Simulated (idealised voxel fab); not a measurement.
Module name: voxel wiring stack (process module)
The cross-section on display is named cut; it measures 275 nm wide, and its cells are 5 nm squares.
Think of the cross-section as a grid of square cells. We describe it in bands, top to bottom, and each band covers one or more rows of those cells. Band: top height; bottom height; in nm. Then, left to right: material with width in nm, for each material. "all across": a single material spanning edge to edge. "empty": empty space. Below 0: as-received wafer, all one material; heights counted from there. Lowest band: no bottom, goes on down, written "from 0 down". Per-row width for "30 to 40": begins at first number (top row of band), ends at second number (bottom row), increment between rows held constant. When a step is marked "no change", none of the cells in the cross-section changed during that step. The label "Fully enclosed voids" introduces a list of the empty spaces, 8 cells or larger, that have no open way up to the top; each entry in it reads width x height at distance, where the distance is taken from the left edge and all three are stated in nm. Heads up: the bit after the settings on a step's line is the simulator's remark on that step. You can add "overlay nm" to a step's line. For a step with a mask, it describes how far the mask lay to the right of its planned position, and a negative number describes a lay to the left.

So here's the lineup of process steps we planned
- 1: RECEIVE [material Si]
- 2: CONFORMAL_DEP [material SiO2] [thk nm 15]
- 3: DIRECTIONAL_DEP [material TiN] [thk nm 5]
- 4: DIRECTIONAL_DEP [material Ru] [thk nm 15]
- 5: DIRECTIONAL_DEP [material aC] [thk nm 15]
- 6: PATTERN [tone cover] [mask id METAL_1] [material resist] [width nm 25] [pitch nm 40] [thk nm 35] [overlay nm 0]
- 7: DIRECTIONAL_ETCH [etch materials aC] [depth nm 15]
- 8: STRIP [etch materials resist]
- 9: DIRECTIONAL_ETCH [etch materials Ru] [depth nm 15]
- 10: DIRECTIONAL_ETCH [etch materials TiN] [depth nm 5]
- 11: STRIP [etch materials aC]
- 12: FILL_DEP [material lowk] [thk nm 5]
- 13: CMP [height nm 35]
- 14: CONFORMAL_DEP [material SiCN] [thk nm 5]
- 15: DIRECTIONAL_DEP [material lowk] [thk nm 15]
- 16: DIRECTIONAL_DEP [material aC] [thk nm 15]
- 17: PATTERN [tone open] [mask id PLUG_1] [material resist] [width nm 15] [pitch nm 40] [thk nm 35] [overlay nm 0]
- 18: DIRECTIONAL_ETCH [etch materials aC] [depth nm 15]
- 19: STRIP [etch materials resist]
- 20: DIRECTIONAL_ETCH [etch materials lowk] [depth nm 15]
- 21: DIRECTIONAL_ETCH [etch materials SiCN] [depth nm 5]
- 22: STRIP [etch materials aC]
- 23: EPI [material Ru] [thk nm 10]
- 24: EPI [material Ru] [thk nm 10]
- 25: CONFORMAL_DEP [material SiN] [thk nm 5]
- 26: DIRECTIONAL_DEP [material SiO2] [thk nm 15]
- 27: MASKED_ETCH [tone open] [mask id METAL_2] [width nm 25] [pitch nm 40] [etch materials SiO2] [depth nm 15] [overlay nm 0]
- 28: MASKED_ETCH [tone open] [mask id METAL_2] [width nm 25] [pitch nm 40] [etch materials SiN] [depth nm 5] [overlay nm 0]
- 29: CONFORMAL_DEP [material TiN] [thk nm 5]
- 30: FILL_DEP [material Cu] [thk nm 5]
- 31: CMP [height nm 75]
- 32: EPI [material Ru] [thk nm 5]
- 33: FILL_DEP [material SiCN] [thk nm 5]
- 34: DIRECTIONAL_DEP [material SiO2] [thk nm 35]
- 35: MASKED_ETCH [tone open] [mask id METAL_3] [width nm 25] [pitch nm 40] [etch materials SiO2] [depth nm 20] [overlay nm 0]
- 36: DIRECTIONAL_DEP [material aC] [thk nm 10]
- 37: PATTERN [tone open] [mask id METAL_3_HOLES] [material resist] [width nm 15] [pitch nm 80] [thk nm 30] [overlay nm 0]
- 38: DIRECTIONAL_ETCH [etch materials aC] [depth nm 10]
- 39: STRIP [etch materials resist]
- 40: DIRECTIONAL_ETCH [etch materials SiO2] [depth nm 15]
- 41: DIRECTIONAL_ETCH [etch materials SiCN] [depth nm 5]
- 42: STRIP [etch materials aC]
- 43: CONFORMAL_DEP [material TiN] [thk nm 5]
- 44: FILL_DEP [material Cu] [thk nm 5]
- 45: CMP [height nm 120]
- 46: CONFORMAL_DEP [material SiN] [thk nm 5]

Of two wafers, the first: run according to plan

Cross-section of the wafer at receipt, which is the condition after step 1
- from 0 down: Si all across
- Fully enclosed voids: none

Take a look at the wafer's cross-section after step 2
- from 15 to 0: SiO2 all across
- Under 0: no change, same as before.

Take a look at the wafer's cross-section after step 3
- from 20 to 15: TiN all across
- Under 15: no change, same as before.

Take a look at the wafer's cross-section after step 4
- from 35 to 20: Ru all across
- Under 20: no change, same as before.

Take a look at the wafer's cross-section after step 5
- from 50 to 35: aC all across
- Under 35: no change, same as before.

Take a look at the wafer's cross-section after step 6
- from 85 to 50: empty (65)  resist (25)  empty (15)  resist (25)  empty (15)  resist (25)  empty (15)  resist (25)  empty (65)
- Under 50: no change, same as before.

Take a look at the wafer's cross-section after step 7
- from 70 to 50: empty (65)  resist (25)  empty (15)  resist (25)  empty (15)  resist (25)  empty (15)  resist (25)  empty (65)
- from 50 to 35: empty (65)  aC (25)  empty (15)  aC (25)  empty (15)  aC (25)  empty (15)  aC (25)  empty (65)
- Under 35: no change, same as before.

Take a look at the wafer's cross-section after step 8
- from 50 to 35: empty (65)  aC (25)  empty (15)  aC (25)  empty (15)  aC (25)  empty (15)  aC (25)  empty (65)
- Under 35: no change, same as before.

Take a look at the wafer's cross-section after step 9
- from 50 to 35: empty (65)  aC (25)  empty (15)  aC (25)  empty (15)  aC (25)  empty (15)  aC (25)  empty (65)
- from 35 to 20: empty (65)  Ru (25)  empty (15)  Ru (25)  empty (15)  Ru (25)  empty (15)  Ru (25)  empty (65)
- Under 20: no change, same as before.

Take a look at the wafer's cross-section after step 10
- from 50 to 35: empty (65)  aC (25)  empty (15)  aC (25)  empty (15)  aC (25)  empty (15)  aC (25)  empty (65)
- from 35 to 20: empty (65)  Ru (25)  empty (15)  Ru (25)  empty (15)  Ru (25)  empty (15)  Ru (25)  empty (65)
- from 20 to 15: empty (65)  TiN (25)  empty (15)  TiN (25)  empty (15)  TiN (25)  empty (15)  TiN (25)  empty (65)
- Under 15: no change, same as before.

Take a look at the wafer's cross-section after step 11
- from 35 to 20: empty (65)  Ru (25)  empty (15)  Ru (25)  empty (15)  Ru (25)  empty (15)  Ru (25)  empty (65)
- Under 20: no change, same as before.

Take a look at the wafer's cross-section after step 12
- from 40 to 35: lowk all across
- from 35 to 20: lowk (65)  Ru (25)  lowk (15)  Ru (25)  lowk (15)  Ru (25)  lowk (15)  Ru (25)  lowk (65)
- from 20 to 15: lowk (65)  TiN (25)  lowk (15)  TiN (25)  lowk (15)  TiN (25)  lowk (15)  TiN (25)  lowk (65)
- Under 15: no change, same as before.

Take a look at the wafer's cross-section after step 13
- from 35 to 20: lowk (65)  Ru (25)  lowk (15)  Ru (25)  lowk (15)  Ru (25)  lowk (15)  Ru (25)  lowk (65)
- Under 20: no change, same as before.

Take a look at the wafer's cross-section after step 14
- from 40 to 35: SiCN all across
- Under 35: no change, same as before.

Take a look at the wafer's cross-section after step 15
- from 55 to 40: lowk all across
- Under 40: no change, same as before.

Take a look at the wafer's cross-section after step 16
- from 70 to 55: aC all across
- Under 55: no change, same as before.

Take a look at the wafer's cross-section after step 17
- from 105 to 70: resist (65)  empty (15)  resist (25)  empty (15)  resist (25)  empty (15)  resist (25)  empty (15)  resist (75)
- Under 70: no change, same as before.

Take a look at the wafer's cross-section after step 18
- from 90 to 70: resist (65)  empty (15)  resist (25)  empty (15)  resist (25)  empty (15)  resist (25)  empty (15)  resist (75)
- from 70 to 55: aC (65)  empty (15)  aC (25)  empty (15)  aC (25)  empty (15)  aC (25)  empty (15)  aC (75)
- Under 55: no change, same as before.

Take a look at the wafer's cross-section after step 19
- from 70 to 55: aC (65)  empty (15)  aC (25)  empty (15)  aC (25)  empty (15)  aC (25)  empty (15)  aC (75)
- Under 55: no change, same as before.

Take a look at the wafer's cross-section after step 20
- from 70 to 55: aC (65)  empty (15)  aC (25)  empty (15)  aC (25)  empty (15)  aC (25)  empty (15)  aC (75)
- from 55 to 40: lowk (65)  empty (15)  lowk (25)  empty (15)  lowk (25)  empty (15)  lowk (25)  empty (15)  lowk (75)
- Under 40: no change, same as before.

Take a look at the wafer's cross-section after step 21
- from 70 to 55: aC (65)  empty (15)  aC (25)  empty (15)  aC (25)  empty (15)  aC (25)  empty (15)  aC (75)
- from 55 to 40: lowk (65)  empty (15)  lowk (25)  empty (15)  lowk (25)  empty (15)  lowk (25)  empty (15)  lowk (75)
- from 40 to 35: SiCN (65)  empty (15)  SiCN (25)  empty (15)  SiCN (25)  empty (15)  SiCN (25)  empty (15)  SiCN (75)
- Under 35: no change, same as before.

Take a look at the wafer's cross-section after step 22
- from 55 to 40: lowk (65)  empty (15)  lowk (25)  empty (15)  lowk (25)  empty (15)  lowk (25)  empty (15)  lowk (75)
- Under 40: no change, same as before.

Take a look at the wafer's cross-section after step 23
- from 55 to 45: lowk (65)  empty (15)  lowk (25)  empty (15)  lowk (25)  empty (15)  lowk (25)  empty (15)  lowk (75)
- from 45 to 40: lowk (65)  Ru (15)  lowk (25)  Ru (15)  lowk (25)  Ru (15)  lowk (25)  Ru (15)  lowk (75)
- from 40 to 35: SiCN (65)  Ru (15)  SiCN (25)  Ru (15)  SiCN (25)  Ru (15)  SiCN (25)  Ru (15)  SiCN (75)
- Under 35: no change, same as before.

Take a look at the wafer's cross-section after step 24
- from 55 to 40: lowk (65)  Ru (15)  lowk (25)  Ru (15)  lowk (25)  Ru (15)  lowk (25)  Ru (15)  lowk (75)
- Under 40: no change, same as before.

Take a look at the wafer's cross-section after step 25
- from 60 to 55: SiN all across
- Under 55: no change, same as before.

Take a look at the wafer's cross-section after step 26
- from 75 to 60: SiO2 all across
- Under 60: no change, same as before.

Take a look at the wafer's cross-section after step 27
- from 75 to 60: SiO2 (65)  empty (25)  SiO2 (15)  empty (25)  SiO2 (15)  empty (25)  SiO2 (15)  empty (25)  SiO2 (65)
- Under 60: no change, same as before.

Take a look at the wafer's cross-section after step 28
- from 75 to 60: SiO2 (65)  empty (25)  SiO2 (15)  empty (25)  SiO2 (15)  empty (25)  SiO2 (15)  empty (25)  SiO2 (65)
- from 60 to 55: SiN (65)  empty (25)  SiN (15)  empty (25)  SiN (15)  empty (25)  SiN (15)  empty (25)  SiN (65)
- Under 55: no change, same as before.

Take a look at the wafer's cross-section after step 29
- from 80 to 75: TiN (70)  empty (15)  TiN (25)  empty (15)  TiN (25)  empty (15)  TiN (25)  empty (15)  TiN (70)
- from 75 to 60: SiO2 (65)  TiN (5)  empty (15)  TiN (5)  SiO2 (15)  TiN (5)  empty (15)  TiN (5)  SiO2 (15)  TiN (5)  empty (15)  TiN (5)  SiO2 (15)  TiN (5)  empty (15)  TiN (5)  SiO2 (65)
- from 60 to 55: SiN (65)  TiN (25)  SiN (15)  TiN (25)  SiN (15)  TiN (25)  SiN (15)  TiN (25)  SiN (65)
- Under 55: no change, same as before.

Take a look at the wafer's cross-section after step 30
- from 85 to 80: Cu all across
- from 80 to 75: TiN (70)  Cu (15)  TiN (25)  Cu (15)  TiN (25)  Cu (15)  TiN (25)  Cu (15)  TiN (70)
- from 75 to 60: SiO2 (65)  TiN (5)  Cu (15)  TiN (5)  SiO2 (15)  TiN (5)  Cu (15)  TiN (5)  SiO2 (15)  TiN (5)  Cu (15)  TiN (5)  SiO2 (15)  TiN (5)  Cu (15)  TiN (5)  SiO2 (65)
- Under 60: no change, same as before.

Take a look at the wafer's cross-section after step 31
- from 75 to 60: SiO2 (65)  TiN (5)  Cu (15)  TiN (5)  SiO2 (15)  TiN (5)  Cu (15)  TiN (5)  SiO2 (15)  TiN (5)  Cu (15)  TiN (5)  SiO2 (15)  TiN (5)  Cu (15)  TiN (5)  SiO2 (65)
- Under 60: no change, same as before.

Take a look at the wafer's cross-section after step 32
- from 80 to 75: empty (60)  Ru (35)  empty (5)  Ru (35)  empty (5)  Ru (35)  empty (5)  Ru (35)  empty (60)
- Under 75: no change, same as before.

Take a look at the wafer's cross-section after step 33
- from 85 to 80: SiCN all across
- from 80 to 75: SiCN (60)  Ru (35)  SiCN (5)  Ru (35)  SiCN (5)  Ru (35)  SiCN (5)  Ru (35)  SiCN (60)
- Under 75: no change, same as before.

Take a look at the wafer's cross-section after step 34
- from 120 to 85: SiO2 all across
- Under 85: no change, same as before.

Take a look at the wafer's cross-section after step 35
- from 120 to 100: SiO2 (65)  empty (25)  SiO2 (15)  empty (25)  SiO2 (15)  empty (25)  SiO2 (15)  empty (25)  SiO2 (65)
- Under 100: no change, same as before.

Take a look at the wafer's cross-section after step 36
- from 130 to 120: aC (65)  empty (25)  aC (15)  empty (25)  aC (15)  empty (25)  aC (15)  empty (25)  aC (65)
- from 120 to 110: SiO2 (65)  empty (25)  SiO2 (15)  empty (25)  SiO2 (15)  empty (25)  SiO2 (15)  empty (25)  SiO2 (65)
- from 110 to 100: SiO2 (65)  aC (25)  SiO2 (15)  aC (25)  SiO2 (15)  aC (25)  SiO2 (15)  aC (25)  SiO2 (65)
- Under 100: no change, same as before.

Take a look at the wafer's cross-section after step 37
- from 160 to 130: resist (65)  empty (15)  resist (65)  empty (15)  resist (115)
- from 130 to 120: aC (65)  empty (15)  resist (10)  aC (15)  resist (25)  aC (15)  empty (15)  resist (10)  aC (15)  resist (25)  aC (65)
- from 120 to 110: SiO2 (65)  empty (15)  resist (10)  SiO2 (15)  resist (25)  SiO2 (15)  empty (15)  resist (10)  SiO2 (15)  resist (25)  SiO2 (65)
- Under 110: no change, same as before.

Take a look at the wafer's cross-section after step 38
- from 150 to 130: resist (65)  empty (15)  resist (65)  empty (15)  resist (115)
- from 130 to 120: aC (65)  empty (15)  resist (10)  aC (15)  resist (25)  aC (15)  empty (15)  resist (10)  aC (15)  resist (25)  aC (65)
- from 120 to 110: SiO2 (65)  empty (15)  resist (10)  SiO2 (15)  resist (25)  SiO2 (15)  empty (15)  resist (10)  SiO2 (15)  resist (25)  SiO2 (65)
- from 110 to 100: SiO2 (65)  empty (15)  aC (10)  SiO2 (15)  aC (25)  SiO2 (15)  empty (15)  aC (10)  SiO2 (15)  aC (25)  SiO2 (65)
- Under 100: no change, same as before.

Take a look at the wafer's cross-section after step 39
- from 130 to 120: aC (65)  empty (25)  aC (15)  empty (25)  aC (15)  empty (25)  aC (15)  empty (25)  aC (65)
- from 120 to 110: SiO2 (65)  empty (25)  SiO2 (15)  empty (25)  SiO2 (15)  empty (25)  SiO2 (15)  empty (25)  SiO2 (65)
- Under 110: no change, same as before.

Take a look at the wafer's cross-section after step 40
- from 130 to 120: aC (65)  empty (25)  aC (15)  empty (25)  aC (15)  empty (25)  aC (15)  empty (25)  aC (65)
- from 120 to 110: SiO2 (65)  empty (25)  SiO2 (15)  empty (25)  SiO2 (15)  empty (25)  SiO2 (15)  empty (25)  SiO2 (65)
- from 110 to 100: SiO2 (65)  empty (15)  aC (10)  SiO2 (15)  aC (25)  SiO2 (15)  empty (15)  aC (10)  SiO2 (15)  aC (25)  SiO2 (65)
- from 100 to 85: SiO2 (65)  empty (15)  SiO2 (65)  empty (15)  SiO2 (115)
- Under 85: no change, same as before.

Take a look at the wafer's cross-section after step 41
- from 130 to 120: aC (65)  empty (25)  aC (15)  empty (25)  aC (15)  empty (25)  aC (15)  empty (25)  aC (65)
- from 120 to 110: SiO2 (65)  empty (25)  SiO2 (15)  empty (25)  SiO2 (15)  empty (25)  SiO2 (15)  empty (25)  SiO2 (65)
- from 110 to 100: SiO2 (65)  empty (15)  aC (10)  SiO2 (15)  aC (25)  SiO2 (15)  empty (15)  aC (10)  SiO2 (15)  aC (25)  SiO2 (65)
- from 100 to 85: SiO2 (65)  empty (15)  SiO2 (65)  empty (15)  SiO2 (115)
- from 85 to 80: SiCN (65)  empty (15)  SiCN (65)  empty (15)  SiCN (115)
- Under 80: no change, same as before.

Take a look at the wafer's cross-section after step 42
- from 120 to 100: SiO2 (65)  empty (25)  SiO2 (15)  empty (25)  SiO2 (15)  empty (25)  SiO2 (15)  empty (25)  SiO2 (65)
- Under 100: no change, same as before.

Take a look at the wafer's cross-section after step 43
- from 125 to 120: TiN (70)  empty (15)  TiN (25)  empty (15)  TiN (25)  empty (15)  TiN (25)  empty (15)  TiN (70)
- from 120 to 105: SiO2 (65)  TiN (5)  empty (15)  TiN (5)  SiO2 (15)  TiN (5)  empty (15)  TiN (5)  SiO2 (15)  TiN (5)  empty (15)  TiN (5)  SiO2 (15)  TiN (5)  empty (15)  TiN (5)  SiO2 (65)
- from 105 to 100: SiO2 (65)  TiN (5)  empty (5)  TiN (15)  SiO2 (15)  TiN (25)  SiO2 (15)  TiN (5)  empty (5)  TiN (15)  SiO2 (15)  TiN (25)  SiO2 (65)
- from 100 to 85: SiO2 (65)  TiN (5)  empty (5)  TiN (5)  SiO2 (65)  TiN (5)  empty (5)  TiN (5)  SiO2 (115)
- from 85 to 80: SiCN (65)  TiN (15)  SiCN (65)  TiN (15)  SiCN (115)
- Under 80: no change, same as before.

Take a look at the wafer's cross-section after step 44
- from 130 to 125: Cu all across
- from 125 to 120: TiN (70)  Cu (15)  TiN (25)  Cu (15)  TiN (25)  Cu (15)  TiN (25)  Cu (15)  TiN (70)
- from 120 to 105: SiO2 (65)  TiN (5)  Cu (15)  TiN (5)  SiO2 (15)  TiN (5)  Cu (15)  TiN (5)  SiO2 (15)  TiN (5)  Cu (15)  TiN (5)  SiO2 (15)  TiN (5)  Cu (15)  TiN (5)  SiO2 (65)
- from 105 to 100: SiO2 (65)  TiN (5)  Cu (5)  TiN (15)  SiO2 (15)  TiN (25)  SiO2 (15)  TiN (5)  Cu (5)  TiN (15)  SiO2 (15)  TiN (25)  SiO2 (65)
- from 100 to 85: SiO2 (65)  TiN (5)  Cu (5)  TiN (5)  SiO2 (65)  TiN (5)  Cu (5)  TiN (5)  SiO2 (115)
- Under 85: no change, same as before.

Take a look at the wafer's cross-section after step 45
- from 120 to 105: SiO2 (65)  TiN (5)  Cu (15)  TiN (5)  SiO2 (15)  TiN (5)  Cu (15)  TiN (5)  SiO2 (15)  TiN (5)  Cu (15)  TiN (5)  SiO2 (15)  TiN (5)  Cu (15)  TiN (5)  SiO2 (65)
- Under 105: no change, same as before.

Take a look at the wafer's cross-section after step 46
- from 125 to 120: SiN all across
- Under 120: no change, same as before.

Wafer two: like wafer one in start and plan, but with one mistake in execution; identical up to and including step 33

Second wafer, sectioned view, at step 34's planned end time
- from 120 to 85: Ru all across
- Under 85: no change, same as before.

Second wafer, sectioned view, at step 35's planned end time: no change

Second wafer, sectioned view, at step 36's planned end time
- from 130 to 120: aC all across
- Under 120: no change, same as before.

Second wafer, sectioned view, at step 37's planned end time
- from 160 to 130: resist (65)  empty (15)  resist (65)  empty (15)  resist (115)
- Under 130: no change, same as before.

Second wafer, sectioned view, at step 38's planned end time
- from 150 to 130: resist (65)  empty (15)  resist (65)  empty (15)  resist (115)
- from 130 to 120: aC (65)  empty (15)  aC (65)  empty (15)  aC (115)
- Under 120: no change, same as before.

Second wafer, sectioned view, at step 39's planned end time
- from 130 to 120: aC (65)  empty (15)  aC (65)  empty (15)  aC (115)
- Under 120: no change, same as before.

Second wafer, sectioned view, at step 40's planned end time: no change

Second wafer, sectioned view, at step 41's planned end time: no change

Second wafer, sectioned view, at step 42's planned end time
- from 120 to 85: Ru all across
- Under 85: no change, same as before.

Second wafer, sectioned view, at step 43's planned end time
- from 125 to 120: TiN all across
- Under 120: no change, same as before.

Second wafer, sectioned view, at step 44's planned end time
- from 130 to 125: Cu all across
- Under 125: no change, same as before.

Second wafer, sectioned view, at step 45's planned end time
- from 120 to 85: Ru all across
- Under 85: no change, same as before.

Second wafer, sectioned view, at step 46's planned end time
- from 125 to 120: SiN all across
- Under 120: no change, same as before.
What went wrong in running the wafer? not per plan at step 34, really ran DIRECTIONAL_DEP [material Ru] [thk nm 35]
Once processing is complete, comparing cell counts shows that the second wafer has more or fewer of certain materials than the first: -44 Cu | +385 Ru | +6 SiCN | -287 SiO2 | -60 TiN
